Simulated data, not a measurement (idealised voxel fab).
You're looking at the process module voxel wiring stack.
This is section cut - it's 270 nm across, gridded in 5 nm square cells.
Cross-section, as written here: a square-cell grid given band by band from the top down, where a band holds one or more rows of cells. Per band: top height and bottom height in nm, followed by the left-to-right materials and their widths in nm; "everywhere" marks a single material spanning edge to edge, "blank" marks empty space. The level at which height equals 0 is the one under which the wafer, as it arrives, is entirely one material. No lower edge exists for the bottom band, which continues downward and is notated as in "from 0 down". The width entry "30..40" should be interpreted row by row: the top row of cells in the band takes the first number, the bottom row takes the second number, and the change between adjacent rows is uniform throughout. No cell of the cross-section changed in a step that is given as "all unchanged". Basically, "Closed void table" tells you about the enclosed voids: empty spaces with no open way to the top, 8 cells or bigger, each written width x height at distance, where distance is from the left edge, all in nm. Post-settings text on a step line: simulator's own remark regarding the step. overlay nm: how far to the right of its planned place the mask lay on this masked step (negative: to the left).
Listed below are the process steps as planned:
1 RECEIVE, material Si
2 CONFORMAL_DEP, material SiO2, thk nm 15
3 CONFORMAL_DEP, material SiCN, thk nm 5
4 DIRECTIONAL_DEP, material SiO2, thk nm 20
5 PATTERN, tone open, mask id METAL_1, material resist, width nm 25, pitch nm 45, thk nm 20, overlay nm 0
6 DIRECTIONAL_ETCH, etch materials SiO2, depth nm 20
7 DIRECTIONAL_ETCH, etch materials SiCN, depth nm 5
8 STRIP, etch materials resist
9 CONFORMAL_DEP, material TiN, thk nm 5
10 FILL_DEP, material Ru, thk nm 5
11 CMP, height nm 40
12 CONFORMAL_DEP, material SiCN, thk nm 5
13 DIRECTIONAL_DEP, material SiO2, thk nm 10
14 PATTERN, tone open, mask id PLUG_1, material resist, width nm 15, pitch nm 45, thk nm 20, overlay nm 0
15 DIRECTIONAL_ETCH, etch materials SiO2, depth nm 10
16 DIRECTIONAL_ETCH, etch materials SiCN, depth nm 5
17 STRIP, etch materials resist
18 EPI, material Ru, thk nm 10
19 EPI, material Ru, thk nm 5
20 CONFORMAL_DEP, material SiN, thk nm 5
21 DIRECTIONAL_DEP, material lowk, thk nm 20
22 PATTERN, tone open, mask id METAL_2, material resist, width nm 25, pitch nm 45, thk nm 20, overlay nm 0
23 DIRECTIONAL_ETCH, etch materials lowk, depth nm 20
24 DIRECTIONAL_ETCH, etch materials SiN, depth nm 5
25 STRIP, etch materials resist
26 CONFORMAL_DEP, material TiN, thk nm 5
27 FILL_DEP, material Cu, thk nm 5
28 CMP, height nm 80
29 CONFORMAL_DEP, material SiCN, thk nm 5
30 DIRECTIONAL_DEP, material lowk, thk nm 30
31 MASKED_ETCH, tone open, mask id METAL_3_HOLES, width nm 15, pitch nm 90, etch materials lowk, depth nm 30, overlay nm 0
32 DIRECTIONAL_DEP, material aC, thk nm 10
33 PATTERN, tone open, mask id METAL_3, material resist, width nm 25, pitch nm 45, thk nm 25, overlay nm 0
34 DIRECTIONAL_ETCH, etch materials aC, depth nm 10
35 STRIP, etch materials resist
36 DIRECTIONAL_ETCH, etch materials lowk, depth nm 15
37 DIRECTIONAL_ETCH, etch materials SiCN, depth nm 5
38 STRIP, etch materials aC
39 CONFORMAL_DEP, material TiN, thk nm 5
40 FILL_DEP, material Cu, thk nm 10
41 CMP, height nm 115
42 CONFORMAL_DEP, material SiN, thk nm 5
First of the two wafers, run per plan:
Cross-sectional view of the wafer in its as-received condition, corresponding to the state after step 1:
    from 0 down  Si everywhere
    Closed void table: none
Wafer section view after processing step 2:
    from 15 to 0  SiO2 everywhere
    Beneath the level 0, the cross-section is identical to its previous state.
Wafer section view after processing step 3:
    from 20 to 15  SiCN everywhere
    Beneath the level 15, the cross-section is identical to its previous state.
Wafer section view after processing step 4:
    from 40 to 20  SiO2 everywhere
    Beneath the level 20, the cross-section is identical to its previous state.
Wafer section view after processing step 5:
    from 60 to 40  resist 55 nm, blank 25 nm, resist 20 nm, blank 25 nm, resist 20 nm, blank 25 nm, resist 20 nm, blank 25 nm, resist 55 nm
    Beneath the level 40, the cross-section is identical to its previous state.
Wafer section view after processing step 6:
    from 60 to 40  resist 55 nm, blank 25 nm, resist 20 nm, blank 25 nm, resist 20 nm, blank 25 nm, resist 20 nm, blank 25 nm, resist 55 nm
    from 40 to 20  SiO2 55 nm, blank 25 nm, SiO2 20 nm, blank 25 nm, SiO2 20 nm, blank 25 nm, SiO2 20 nm, blank 25 nm, SiO2 55 nm
    Beneath the level 20, the cross-section is identical to its previous state.
Wafer section view after processing step 7:
    from 60 to 40  resist 55 nm, blank 25 nm, resist 20 nm, blank 25 nm, resist 20 nm, blank 25 nm, resist 20 nm, blank 25 nm, resist 55 nm
    from 40 to 20  SiO2 55 nm, blank 25 nm, SiO2 20 nm, blank 25 nm, SiO2 20 nm, blank 25 nm, SiO2 20 nm, blank 25 nm, SiO2 55 nm
    from 20 to 15  SiCN 55 nm, blank 25 nm, SiCN 20 nm, blank 25 nm, SiCN 20 nm, blank 25 nm, SiCN 20 nm, blank 25 nm, SiCN 55 nm
    Beneath the level 15, the cross-section is identical to its previous state.
Wafer section view after processing step 8:
    from 40 to 20  SiO2 55 nm, blank 25 nm, SiO2 20 nm, blank 25 nm, SiO2 20 nm, blank 25 nm, SiO2 20 nm, blank 25 nm, SiO2 55 nm
    Beneath the level 20, the cross-section is identical to its previous state.
Wafer section view after processing step 9:
    from 45 to 40  TiN 60 nm, blank 15 nm, TiN 30 nm, blank 15 nm, TiN 30 nm, blank 15 nm, TiN 30 nm, blank 15 nm, TiN 60 nm
    from 40 to 20  SiO2 55 nm, TiN 5 nm, blank 15 nm, TiN 5 nm, SiO2 20 nm, TiN 5 nm, blank 15 nm, TiN 5 nm, SiO2 20 nm, TiN 5 nm, blank 15 nm, TiN 5 nm, SiO2 20 nm, TiN 5 nm, blank 15 nm, TiN 5 nm, SiO2 55 nm
    from 20 to 15  SiCN 55 nm, TiN 25 nm, SiCN 20 nm, TiN 25 nm, SiCN 20 nm, TiN 25 nm, SiCN 20 nm, TiN 25 nm, SiCN 55 nm
    Beneath the level 15, the cross-section is identical to its previous state.
Wafer section view after processing step 10:
    from 50 to 45  Ru everywhere
    from 45 to 40  TiN 60 nm, Ru 15 nm, TiN 30 nm, Ru 15 nm, TiN 30 nm, Ru 15 nm, TiN 30 nm, Ru 15 nm, TiN 60 nm
    from 40 to 20  SiO2 55 nm, TiN 5 nm, Ru 15 nm, TiN 5 nm, SiO2 20 nm, TiN 5 nm, Ru 15 nm, TiN 5 nm, SiO2 20 nm, TiN 5 nm, Ru 15 nm, TiN 5 nm, SiO2 20 nm, TiN 5 nm, Ru 15 nm, TiN 5 nm, SiO2 55 nm
    Beneath the level 20, the cross-section is identical to its previous state.
Wafer section view after processing step 11:
    from 40 to 20  SiO2 55 nm, TiN 5 nm, Ru 15 nm, TiN 5 nm, SiO2 20 nm, TiN 5 nm, Ru 15 nm, TiN 5 nm, SiO2 20 nm, TiN 5 nm, Ru 15 nm, TiN 5 nm, SiO2 20 nm, TiN 5 nm, Ru 15 nm, TiN 5 nm, SiO2 55 nm
    Beneath the level 20, the cross-section is identical to its previous state.
Wafer section view after processing step 12:
    from 45 to 40  SiCN everywhere
    Beneath the level 40, the cross-section is identical to its previous state.
Wafer section view after processing step 13:
    from 55 to 45  SiO2 everywhere
    Beneath the level 45, the cross-section is identical to its previous state.
Wafer section view after processing step 14:
    from 75 to 55  resist 55 nm, blank 15 nm, resist 30 nm, blank 15 nm, resist 30 nm, blank 15 nm, resist 30 nm, blank 15 nm, resist 65 nm
    Beneath the level 55, the cross-section is identical to its previous state.
Wafer section view after processing step 15:
    from 75 to 55  resist 55 nm, blank 15 nm, resist 30 nm, blank 15 nm, resist 30 nm, blank 15 nm, resist 30 nm, blank 15 nm, resist 65 nm
    from 55 to 45  SiO2 55 nm, blank 15 nm, SiO2 30 nm, blank 15 nm, SiO2 30 nm, blank 15 nm, SiO2 30 nm, blank 15 nm, SiO2 65 nm
    Beneath the level 45, the cross-section is identical to its previous state.
Wafer section view after processing step 16:
    from 75 to 55  resist 55 nm, blank 15 nm, resist 30 nm, blank 15 nm, resist 30 nm, blank 15 nm, resist 30 nm, blank 15 nm, resist 65 nm
    from 55 to 45  SiO2 55 nm, blank 15 nm, SiO2 30 nm, blank 15 nm, SiO2 30 nm, blank 15 nm, SiO2 30 nm, blank 15 nm, SiO2 65 nm
    from 45 to 40  SiCN 55 nm, blank 15 nm, SiCN 30 nm, blank 15 nm, SiCN 30 nm, blank 15 nm, SiCN 30 nm, blank 15 nm, SiCN 65 nm
    Beneath the level 40, the cross-section is identical to its previous state.
Wafer section view after processing step 17:
    from 55 to 45  SiO2 55 nm, blank 15 nm, SiO2 30 nm, blank 15 nm, SiO2 30 nm, blank 15 nm, SiO2 30 nm, blank 15 nm, SiO2 65 nm
    Beneath the level 45, the cross-section is identical to its previous state.
Wafer section view after processing step 18:
    from 55 to 50  SiO2 55 nm, blank 15 nm, SiO2 30 nm, blank 15 nm, SiO2 30 nm, blank 15 nm, SiO2 30 nm, blank 15 nm, SiO2 65 nm
    from 50 to 45  SiO2 55 nm, Ru 15 nm, SiO2 30 nm, Ru 15 nm, SiO2 30 nm, Ru 15 nm, SiO2 30 nm, Ru 15 nm, SiO2 65 nm
    from 45 to 40  SiCN 55 nm, Ru 15 nm, SiCN 30 nm, Ru 15 nm, SiCN 30 nm, Ru 15 nm, SiCN 30 nm, Ru 15 nm, SiCN 65 nm
    Beneath the level 40, the cross-section is identical to its previous state.
Wafer section view after processing step 19:
    from 55 to 45  SiO2 55 nm, Ru 15 nm, SiO2 30 nm, Ru 15 nm, SiO2 30 nm, Ru 15 nm, SiO2 30 nm, Ru 15 nm, SiO2 65 nm
    Beneath the level 45, the cross-section is identical to its previous state.
Wafer section view after processing step 20:
    from 60 to 55  SiN everywhere
    Beneath the level 55, the cross-section is identical to its previous state.
Wafer section view after processing step 21:
    from 80 to 60  lowk everywhere
    Beneath the level 60, the cross-section is identical to its previous state.
Wafer section view after processing step 22:
    from 100 to 80  resist 55 nm, blank 25 nm, resist 20 nm, blank 25 nm, resist 20 nm, blank 25 nm, resist 20 nm, blank 25 nm, resist 55 nm
    Beneath the level 80, the cross-section is identical to its previous state.
Wafer section view after processing step 23:
    from 100 to 80  resist 55 nm, blank 25 nm, resist 20 nm, blank 25 nm, resist 20 nm, blank 25 nm, resist 20 nm, blank 25 nm, resist 55 nm
    from 80 to 60  lowk 55 nm, blank 25 nm, lowk 20 nm, blank 25 nm, lowk 20 nm, blank 25 nm, lowk 20 nm, blank 25 nm, lowk 55 nm
    Beneath the level 60, the cross-section is identical to its previous state.
Wafer section view after processing step 24:
    from 100 to 80  resist 55 nm, blank 25 nm, resist 20 nm, blank 25 nm, resist 20 nm, blank 25 nm, resist 20 nm, blank 25 nm, resist 55 nm
    from 80 to 60  lowk 55 nm, blank 25 nm, lowk 20 nm, blank 25 nm, lowk 20 nm, blank 25 nm, lowk 20 nm, blank 25 nm, lowk 55 nm
    from 60 to 55  SiN 55 nm, blank 25 nm, SiN 20 nm, blank 25 nm, SiN 20 nm, blank 25 nm, SiN 20 nm, blank 25 nm, SiN 55 nm
    Beneath the level 55, the cross-section is identical to its previous state.
Wafer section view after processing step 25:
    from 80 to 60  lowk 55 nm, blank 25 nm, lowk 20 nm, blank 25 nm, lowk 20 nm, blank 25 nm, lowk 20 nm, blank 25 nm, lowk 55 nm
    Beneath the level 60, the cross-section is identical to its previous state.
Wafer section view after processing step 26:
    from 85 to 80  TiN 60 nm, blank 15 nm, TiN 30 nm, blank 15 nm, TiN 30 nm, blank 15 nm, TiN 30 nm, blank 15 nm, TiN 60 nm
    from 80 to 60  lowk 55 nm, TiN 5 nm, blank 15 nm, TiN 5 nm, lowk 20 nm, TiN 5 nm, blank 15 nm, TiN 5 nm, lowk 20 nm, TiN 5 nm, blank 15 nm, TiN 5 nm, lowk 20 nm, TiN 5 nm, blank 15 nm, TiN 5 nm, lowk 55 nm
    from 60 to 55  SiN 55 nm, TiN 25 nm, SiN 20 nm, TiN 25 nm, SiN 20 nm, TiN 25 nm, SiN 20 nm, TiN 25 nm, SiN 55 nm
    Beneath the level 55, the cross-section is identical to its previous state.
Wafer section view after processing step 27:
    from 90 to 85  Cu everywhere
    from 85 to 80  TiN 60 nm, Cu 15 nm, TiN 30 nm, Cu 15 nm, TiN 30 nm, Cu 15 nm, TiN 30 nm, Cu 15 nm, TiN 60 nm
    from 80 to 60  lowk 55 nm, TiN 5 nm, Cu 15 nm, TiN 5 nm, lowk 20 nm, TiN 5 nm, Cu 15 nm, TiN 5 nm, lowk 20 nm, TiN 5 nm, Cu 15 nm, TiN 5 nm, lowk 20 nm, TiN 5 nm, Cu 15 nm, TiN 5 nm, lowk 55 nm
    Beneath the level 60, the cross-section is identical to its previous state.
Wafer section view after processing step 28:
    from 80 to 60  lowk 55 nm, TiN 5 nm, Cu 15 nm, TiN 5 nm, lowk 20 nm, TiN 5 nm, Cu 15 nm, TiN 5 nm, lowk 20 nm, TiN 5 nm, Cu 15 nm, TiN 5 nm, lowk 20 nm, TiN 5 nm, Cu 15 nm, TiN 5 nm, lowk 55 nm
    Beneath the level 60, the cross-section is identical to its previous state.
Wafer section view after processing step 29:
    from 85 to 80  SiCN everywhere
    Beneath the level 80, the cross-section is identical to its previous state.
Wafer section view after processing step 30:
    from 115 to 85  lowk everywhere
    Beneath the level 85, the cross-section is identical to its previous state.
Wafer section view after processing step 31:
    from 115 to 85  lowk 55 nm, blank 15 nm, lowk 75 nm, blank 15 nm, lowk 110 nm
    Beneath the level 85, the cross-section is identical to its previous state.
Wafer section view after processing step 32:
    from 125 to 115  aC 55 nm, blank 15 nm, aC 75 nm, blank 15 nm, aC 110 nm
    from 115 to 95  lowk 55 nm, blank 15 nm, lowk 75 nm, blank 15 nm, lowk 110 nm
    from 95 to 85  lowk 55 nm, aC 15 nm, lowk 75 nm, aC 15 nm, lowk 110 nm
    Beneath the level 85, the cross-section is identical to its previous state.
Wafer section view after processing step 33:
    from 150 to 125  resist 55 nm, blank 25 nm, resist 20 nm, blank 25 nm, resist 20 nm, blank 25 nm, resist 20 nm, blank 25 nm, resist 55 nm
    Beneath the level 125, the cross-section is identical to its previous state.
Wafer section view after processing step 34:
    from 140 to 125  resist 55 nm, blank 25 nm, resist 20 nm, blank 25 nm, resist 20 nm, blank 25 nm, resist 20 nm, blank 25 nm, resist 55 nm
    from 125 to 115  aC 55 nm, blank 25 nm, aC 20 nm, blank 25 nm, aC 20 nm, blank 25 nm, aC 20 nm, blank 25 nm, aC 55 nm
    from 115 to 85  lowk 55 nm, blank 15 nm, lowk 75 nm, blank 15 nm, lowk 110 nm
    Beneath the level 85, the cross-section is identical to its previous state.
Wafer section view after processing step 35:
    from 125 to 115  aC 55 nm, blank 25 nm, aC 20 nm, blank 25 nm, aC 20 nm, blank 25 nm, aC 20 nm, blank 25 nm, aC 55 nm
    Beneath the level 115, the cross-section is identical to its previous state.
Wafer section view after processing step 36:
    from 125 to 115  aC 55 nm, blank 25 nm, aC 20 nm, blank 25 nm, aC 20 nm, blank 25 nm, aC 20 nm, blank 25 nm, aC 55 nm
    from 115 to 100  lowk 55 nm, blank 25 nm, lowk 20 nm, blank 25 nm, lowk 20 nm, blank 25 nm, lowk 20 nm, blank 25 nm, lowk 55 nm
    Beneath the level 100, the cross-section is identical to its previous state.
Wafer section view after processing step 37:
    from 125 to 115  aC 55 nm, blank 25 nm, aC 20 nm, blank 25 nm, aC 20 nm, blank 25 nm, aC 20 nm, blank 25 nm, aC 55 nm
    from 115 to 100  lowk 55 nm, blank 25 nm, lowk 20 nm, blank 25 nm, lowk 20 nm, blank 25 nm, lowk 20 nm, blank 25 nm, lowk 55 nm
    from 100 to 85  lowk 55 nm, blank 15 nm, lowk 75 nm, blank 15 nm, lowk 110 nm
    from 85 to 80  SiCN 55 nm, blank 15 nm, SiCN 75 nm, blank 15 nm, SiCN 110 nm
    Beneath the level 80, the cross-section is identical to its previous state.
Wafer section view after processing step 38:
    from 115 to 100  lowk 55 nm, blank 25 nm, lowk 20 nm, blank 25 nm, lowk 20 nm, blank 25 nm, lowk 20 nm, blank 25 nm, lowk 55 nm
    Beneath the level 100, the cross-section is identical to its previous state.
Wafer section view after processing step 39:
    from 120 to 115  TiN 60 nm, blank 15 nm, TiN 30 nm, blank 15 nm, TiN 30 nm, blank 15 nm, TiN 30 nm, blank 15 nm, TiN 60 nm
    from 115 to 105  lowk 55 nm, TiN 5 nm, blank 15 nm, TiN 5 nm, lowk 20 nm, TiN 5 nm, blank 15 nm, TiN 5 nm, lowk 20 nm, TiN 5 nm, blank 15 nm, TiN 5 nm, lowk 20 nm, TiN 5 nm, blank 15 nm, TiN 5 nm, lowk 55 nm
    from 105 to 100  lowk 55 nm, TiN 5 nm, blank 5 nm, TiN 15 nm, lowk 20 nm, TiN 25 nm, lowk 20 nm, TiN 5 nm, blank 5 nm, TiN 15 nm, lowk 20 nm, TiN 25 nm, lowk 55 nm
    from 100 to 85  lowk 55 nm, TiN 5 nm, blank 5 nm, TiN 5 nm, lowk 75 nm, TiN 5 nm, blank 5 nm, TiN 5 nm, lowk 110 nm
    from 85 to 80  SiCN 55 nm, TiN 15 nm, SiCN 75 nm, TiN 15 nm, SiCN 110 nm
    Beneath the level 80, the cross-section is identical to its previous state.
Wafer section view after processing step 40:
    from 130 to 120  Cu everywhere
    from 120 to 115  TiN 60 nm, Cu 15 nm, TiN 30 nm, Cu 15 nm, TiN 30 nm, Cu 15 nm, TiN 30 nm, Cu 15 nm, TiN 60 nm
    from 115 to 105  lowk 55 nm, TiN 5 nm, Cu 15 nm, TiN 5 nm, lowk 20 nm, TiN 5 nm, Cu 15 nm, TiN 5 nm, lowk 20 nm, TiN 5 nm, Cu 15 nm, TiN 5 nm, lowk 20 nm, TiN 5 nm, Cu 15 nm, TiN 5 nm, lowk 55 nm
    from 105 to 100  lowk 55 nm, TiN 5 nm, Cu 5 nm, TiN 15 nm, lowk 20 nm, TiN 25 nm, lowk 20 nm, TiN 5 nm, Cu 5 nm, TiN 15 nm, lowk 20 nm, TiN 25 nm, lowk 55 nm
    from 100 to 85  lowk 55 nm, TiN 5 nm, Cu 5 nm, TiN 5 nm, lowk 75 nm, TiN 5 nm, Cu 5 nm, TiN 5 nm, lowk 110 nm
    Beneath the level 85, the cross-section is identical to its previous state.
Wafer section view after processing step 41:
    from 115 to 105  lowk 55 nm, TiN 5 nm, Cu 15 nm, TiN 5 nm, lowk 20 nm, TiN 5 nm, Cu 15 nm, TiN 5 nm, lowk 20 nm, TiN 5 nm, Cu 15 nm, TiN 5 nm, lowk 20 nm, TiN 5 nm, Cu 15 nm, TiN 5 nm, lowk 55 nm
    Beneath the level 105, the cross-section is identical to its previous state.
Wafer section view after processing step 42:
    from 120 to 115  SiN everywhere
    Beneath the level 115, the cross-section is identical to its previous state.
Second of two: same start, same plan, one run error; steps up to and including 40 match the first:
Second wafer shown in cross-section at the time step 41 was slated to end: all unchanged
Second wafer shown in cross-section at the time step 42 was slated to end:
    from 135 to 130  SiN everywhere
    Beneath the level 130, the cross-section is identical to its previous state.
Heads up, the wafer didn't run the way we planned it: the plan's step 41 was left out and never carried out
Cell-count delta at end, second wafer over first, by material: Cu: 120 more, TiN: 42 more
